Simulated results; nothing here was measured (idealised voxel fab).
The process module presented herein is designated voxel wiring stack.
Cross-section cut: width 215 nm, square cells of 5 nm.
Format of a cross-section: grid, square cells. Given as bands. Order: top down. Band: one or more rows of cells. Each band's line starts with the height of the band's top and of its bottom, in nm. Then come its materials from left to right, each with its width in nm. One material with "all across" fills the band from edge to edge. "empty" is empty space. Where do heights start? At 0: under that level the wafer as delivered is made of one material only. And the lowest band has no floor; it just carries on downward, as in "from 0 down". Width "30->40": first value at the band's top row of cells, second value at its bottom row, equal change from row to row. The designation "nothing was modified", where it is given for a processing step, indicates that no cell of the cross-section was altered in the course of that step. Heads up: "Fully sealed voids" only lists the empty pockets with no open path to the top that are 8 cells or more, and it writes them as width x height at distance, distance from the left edge, in nm. What comes after the settings on a step's line is commentary from the simulator itself on that step. If you see "overlay nm" on a step's line and that step has a mask, it's telling you how far right of where it was planned the mask ended up; a negative number means it went left instead.
The steps planned for the process are as follows
1. RECEIVE,material Si
2. CONFORMAL_DEP,material SiO2,thk nm 15
3. DIRECTIONAL_DEP,material TiN,thk nm 5
4. DIRECTIONAL_DEP,material Ru,thk nm 25
5. PATTERN,tone cover,mask id METAL_1,material resist,width nm 25,pitch nm 45,thk nm 20,overlay nm 0
6. DIRECTIONAL_ETCH,etch materials Ru,depth nm 25
7. DIRECTIONAL_ETCH,etch materials TiN,depth nm 5
8. STRIP,etch materials resist
9. FILL_DEP,material lowk,thk nm 5
10. CMP,height nm 45
11. CONFORMAL_DEP,material SiCN,thk nm 5
12. DIRECTIONAL_DEP,material lowk,thk nm 20
13. PATTERN,tone open,mask id PLUG_1,material resist,width nm 15,pitch nm 45,thk nm 20,overlay nm 0
14. DIRECTIONAL_ETCH,etch materials lowk,depth nm 20
15. DIRECTIONAL_ETCH,etch materials SiCN,depth nm 5
16. STRIP,etch materials resist
17. EPI,material Ru,thk nm 10
18. EPI,material Ru,thk nm 10
19. EPI,material Ru,thk nm 5
20. DIRECTIONAL_DEP,material TiN,thk nm 5
21. DIRECTIONAL_DEP,material W,thk nm 15
22. PATTERN,tone cover,mask id METAL_2,material resist,width nm 25,pitch nm 45,thk nm 15,overlay nm 0
23. DIRECTIONAL_ETCH,etch materials W,depth nm 15
24. DIRECTIONAL_ETCH,etch materials TiN,depth nm 5
25. STRIP,etch materials resist
26. CONFORMAL_DEP,material SiN,thk nm 5
27. FILL_DEP,material SiO2,thk nm 5
28. CMP,height nm 90
29. CONFORMAL_DEP,material SiN,thk nm 5
First wafer of two (run as planned)
Received-state cross-section, reflecting completion of step 1
> from 0 down: Si all across
> Fully sealed voids: none
Cross-section through the wafer, step 2 finished
> from 15 to 0: SiO2 all across
> For the remainder of the cross-section, below 0, there is no change.
Cross-section through the wafer, step 3 finished
> from 20 to 15: TiN all across
> For the remainder of the cross-section, below 15, there is no change.
Cross-section through the wafer, step 4 finished
> from 45 to 20: Ru all across
> For the remainder of the cross-section, below 20, there is no change.
Cross-section through the wafer, step 5 finished
> from 65 to 45: empty 50 nm / resist 25 nm / empty 20 nm / resist 25 nm / empty 20 nm / resist 25 nm / empty 50 nm
> For the remainder of the cross-section, below 45, there is no change.
Cross-section through the wafer, step 6 finished
> from 65 to 45: empty 50 nm / resist 25 nm / empty 20 nm / resist 25 nm / empty 20 nm / resist 25 nm / empty 50 nm
> from 45 to 20: empty 50 nm / Ru 25 nm / empty 20 nm / Ru 25 nm / empty 20 nm / Ru 25 nm / empty 50 nm
> For the remainder of the cross-section, below 20, there is no change.
Cross-section through the wafer, step 7 finished
> from 65 to 45: empty 50 nm / resist 25 nm / empty 20 nm / resist 25 nm / empty 20 nm / resist 25 nm / empty 50 nm
> from 45 to 20: empty 50 nm / Ru 25 nm / empty 20 nm / Ru 25 nm / empty 20 nm / Ru 25 nm / empty 50 nm
> from 20 to 15: empty 50 nm / TiN 25 nm / empty 20 nm / TiN 25 nm / empty 20 nm / TiN 25 nm / empty 50 nm
> For the remainder of the cross-section, below 15, there is no change.
Cross-section through the wafer, step 8 finished
> from 45 to 20: empty 50 nm / Ru 25 nm / empty 20 nm / Ru 25 nm / empty 20 nm / Ru 25 nm / empty 50 nm
> For the remainder of the cross-section, below 20, there is no change.
Cross-section through the wafer, step 9 finished
> from 50 to 45: lowk all across
> from 45 to 20: lowk 50 nm / Ru 25 nm / lowk 20 nm / Ru 25 nm / lowk 20 nm / Ru 25 nm / lowk 50 nm
> from 20 to 15: lowk 50 nm / TiN 25 nm / lowk 20 nm / TiN 25 nm / lowk 20 nm / TiN 25 nm / lowk 50 nm
> For the remainder of the cross-section, below 15, there is no change.
Cross-section through the wafer, step 10 finished
> from 45 to 20: lowk 50 nm / Ru 25 nm / lowk 20 nm / Ru 25 nm / lowk 20 nm / Ru 25 nm / lowk 50 nm
> For the remainder of the cross-section, below 20, there is no change.
Cross-section through the wafer, step 11 finished
> from 50 to 45: SiCN all across
> For the remainder of the cross-section, below 45, there is no change.
Cross-section through the wafer, step 12 finished
> from 70 to 50: lowk all across
> For the remainder of the cross-section, below 50, there is no change.
Cross-section through the wafer, step 13 finished
> from 90 to 70: resist 50 nm / empty 15 nm / resist 30 nm / empty 15 nm / resist 30 nm / empty 15 nm / resist 60 nm
> For the remainder of the cross-section, below 70, there is no change.
Cross-section through the wafer, step 14 finished
> from 90 to 70: resist 50 nm / empty 15 nm / resist 30 nm / empty 15 nm / resist 30 nm / empty 15 nm / resist 60 nm
> from 70 to 50: lowk 50 nm / empty 15 nm / lowk 30 nm / empty 15 nm / lowk 30 nm / empty 15 nm / lowk 60 nm
> For the remainder of the cross-section, below 50, there is no change.
Cross-section through the wafer, step 15 finished
> from 90 to 70: resist 50 nm / empty 15 nm / resist 30 nm / empty 15 nm / resist 30 nm / empty 15 nm / resist 60 nm
> from 70 to 50: lowk 50 nm / empty 15 nm / lowk 30 nm / empty 15 nm / lowk 30 nm / empty 15 nm / lowk 60 nm
> from 50 to 45: SiCN 50 nm / empty 15 nm / SiCN 30 nm / empty 15 nm / SiCN 30 nm / empty 15 nm / SiCN 60 nm
> For the remainder of the cross-section, below 45, there is no change.
Cross-section through the wafer, step 16 finished
> from 70 to 50: lowk 50 nm / empty 15 nm / lowk 30 nm / empty 15 nm / lowk 30 nm / empty 15 nm / lowk 60 nm
> For the remainder of the cross-section, below 50, there is no change.
Cross-section through the wafer, step 17 finished
> from 70 to 55: lowk 50 nm / empty 15 nm / lowk 30 nm / empty 15 nm / lowk 30 nm / empty 15 nm / lowk 60 nm
> from 55 to 50: lowk 50 nm / Ru 15 nm / lowk 30 nm / Ru 15 nm / lowk 30 nm / Ru 15 nm / lowk 60 nm
> from 50 to 45: SiCN 50 nm / Ru 15 nm / SiCN 30 nm / Ru 15 nm / SiCN 30 nm / Ru 15 nm / SiCN 60 nm
> For the remainder of the cross-section, below 45, there is no change.
Cross-section through the wafer, step 18 finished
> from 70 to 65: lowk 50 nm / empty 15 nm / lowk 30 nm / empty 15 nm / lowk 30 nm / empty 15 nm / lowk 60 nm
> from 65 to 50: lowk 50 nm / Ru 15 nm / lowk 30 nm / Ru 15 nm / lowk 30 nm / Ru 15 nm / lowk 60 nm
> For the remainder of the cross-section, below 50, there is no change.
Cross-section through the wafer, step 19 finished
> from 70 to 50: lowk 50 nm / Ru 15 nm / lowk 30 nm / Ru 15 nm / lowk 30 nm / Ru 15 nm / lowk 60 nm
> For the remainder of the cross-section, below 50, there is no change.
Cross-section through the wafer, step 20 finished
> from 75 to 70: TiN all across
> For the remainder of the cross-section, below 70, there is no change.
Cross-section through the wafer, step 21 finished
> from 90 to 75: W all across
> For the remainder of the cross-section, below 75, there is no change.
Cross-section through the wafer, step 22 finished
> from 105 to 90: empty 50 nm / resist 25 nm / empty 20 nm / resist 25 nm / empty 20 nm / resist 25 nm / empty 50 nm
> For the remainder of the cross-section, below 90, there is no change.
Cross-section through the wafer, step 23 finished
> from 105 to 90: empty 50 nm / resist 25 nm / empty 20 nm / resist 25 nm / empty 20 nm / resist 25 nm / empty 50 nm
> from 90 to 75: empty 50 nm / W 25 nm / empty 20 nm / W 25 nm / empty 20 nm / W 25 nm / empty 50 nm
> For the remainder of the cross-section, below 75, there is no change.
Cross-section through the wafer, step 24 finished
> from 105 to 90: empty 50 nm / resist 25 nm / empty 20 nm / resist 25 nm / empty 20 nm / resist 25 nm / empty 50 nm
> from 90 to 75: empty 50 nm / W 25 nm / empty 20 nm / W 25 nm / empty 20 nm / W 25 nm / empty 50 nm
> from 75 to 70: empty 50 nm / TiN 25 nm / empty 20 nm / TiN 25 nm / empty 20 nm / TiN 25 nm / empty 50 nm
> For the remainder of the cross-section, below 70, there is no change.
Cross-section through the wafer, step 25 finished
> from 90 to 75: empty 50 nm / W 25 nm / empty 20 nm / W 25 nm / empty 20 nm / W 25 nm / empty 50 nm
> For the remainder of the cross-section, below 75, there is no change.
Cross-section through the wafer, step 26 finished
> from 95 to 90: empty 45 nm / SiN 35 nm / empty 10 nm / SiN 35 nm / empty 10 nm / SiN 35 nm / empty 45 nm
> from 90 to 75: empty 45 nm / SiN 5 nm / W 25 nm / SiN 5 nm / empty 10 nm / SiN 5 nm / W 25 nm / SiN 5 nm / empty 10 nm / SiN 5 nm / W 25 nm / SiN 5 nm / empty 45 nm
> from 75 to 70: SiN 50 nm / TiN 25 nm / SiN 20 nm / TiN 25 nm / SiN 20 nm / TiN 25 nm / SiN 50 nm
> For the remainder of the cross-section, below 70, there is no change.
Cross-section through the wafer, step 27 finished
> from 100 to 95: SiO2 all across
> from 95 to 90: SiO2 45 nm / SiN 35 nm / SiO2 10 nm / SiN 35 nm / SiO2 10 nm / SiN 35 nm / SiO2 45 nm
> from 90 to 75: SiO2 45 nm / SiN 5 nm / W 25 nm / SiN 5 nm / SiO2 10 nm / SiN 5 nm / W 25 nm / SiN 5 nm / SiO2 10 nm / SiN 5 nm / W 25 nm / SiN 5 nm / SiO2 45 nm
> For the remainder of the cross-section, below 75, there is no change.
Cross-section through the wafer, step 28 finished
> from 90 to 75: SiO2 45 nm / SiN 5 nm / W 25 nm / SiN 5 nm / SiO2 10 nm / SiN 5 nm / W 25 nm / SiN 5 nm / SiO2 10 nm / SiN 5 nm / W 25 nm / SiN 5 nm / SiO2 45 nm
> For the remainder of the cross-section, below 75, there is no change.
Cross-section through the wafer, step 29 finished
> from 95 to 90: SiN all across
> For the remainder of the cross-section, below 90, there is no change.
Here the second wafer is described. Its start and its plan were those of the first wafer. Its run contained one mistake. Up to and including step 19, it did exactly what the first wafer did
The second wafer cut through, at the time step 20 was supposed to be finished: nothing was modified
The second wafer cut through, at the time step 21 was supposed to be finished
> from 85 to 70: W all across
> For the remainder of the cross-section, below 70, there is no change.
The second wafer cut through, at the time step 22 was supposed to be finished
> from 100 to 85: empty 50 nm / resist 25 nm / empty 20 nm / resist 25 nm / empty 20 nm / resist 25 nm / empty 50 nm
> For the remainder of the cross-section, below 85, there is no change.
The second wafer cut through, at the time step 23 was supposed to be finished
> from 100 to 85: empty 50 nm / resist 25 nm / empty 20 nm / resist 25 nm / empty 20 nm / resist 25 nm / empty 50 nm
> from 85 to 70: empty 50 nm / W 25 nm / empty 20 nm / W 25 nm / empty 20 nm / W 25 nm / empty 50 nm
> For the remainder of the cross-section, below 70, there is no change.
The second wafer cut through, at the time step 24 was supposed to be finished: nothing was modified
The second wafer cut through, at the time step 25 was supposed to be finished
> from 85 to 70: empty 50 nm / W 25 nm / empty 20 nm / W 25 nm / empty 20 nm / W 25 nm / empty 50 nm
> For the remainder of the cross-section, below 70, there is no change.
The second wafer cut through, at the time step 26 was supposed to be finished
> from 90 to 85: empty 45 nm / SiN 35 nm / empty 10 nm / SiN 35 nm / empty 10 nm / SiN 35 nm / empty 45 nm
> from 85 to 75: empty 45 nm / SiN 5 nm / W 25 nm / SiN 5 nm / empty 10 nm / SiN 5 nm / W 25 nm / SiN 5 nm / empty 10 nm / SiN 5 nm / W 25 nm / SiN 5 nm / empty 45 nm
> from 75 to 70: SiN 50 nm / W 25 nm / SiN 20 nm / W 25 nm / SiN 20 nm / W 25 nm / SiN 50 nm
> For the remainder of the cross-section, below 70, there is no change.
The second wafer cut through, at the time step 27 was supposed to be finished
> from 95 to 90: SiO2 all across
> from 90 to 85: SiO2 45 nm / SiN 35 nm / SiO2 10 nm / SiN 35 nm / SiO2 10 nm / SiN 35 nm / SiO2 45 nm
> from 85 to 75: SiO2 45 nm / SiN 5 nm / W 25 nm / SiN 5 nm / SiO2 10 nm / SiN 5 nm / W 25 nm / SiN 5 nm / SiO2 10 nm / SiN 5 nm / W 25 nm / SiN 5 nm / SiO2 45 nm
> For the remainder of the cross-section, below 75, there is no change.
The second wafer cut through, at the time step 28 was supposed to be finished
> from 90 to 85: SiO2 45 nm / SiN 35 nm / SiO2 10 nm / SiN 35 nm / SiO2 10 nm / SiN 35 nm / SiO2 45 nm
> For the remainder of the cross-section, below 85, there is no change.
The second wafer cut through, at the time step 29 was supposed to be finished
> from 95 to 90: SiN all across
> For the remainder of the cross-section, below 90, there is no change.
Against the plan, the run slipped here: it should be noted that step 20 of the plan was omitted and was not performed
Once processing is complete, comparing cell counts shows that the second wafer has more or fewer of certain materials than the first: SiN +15, TiN -15
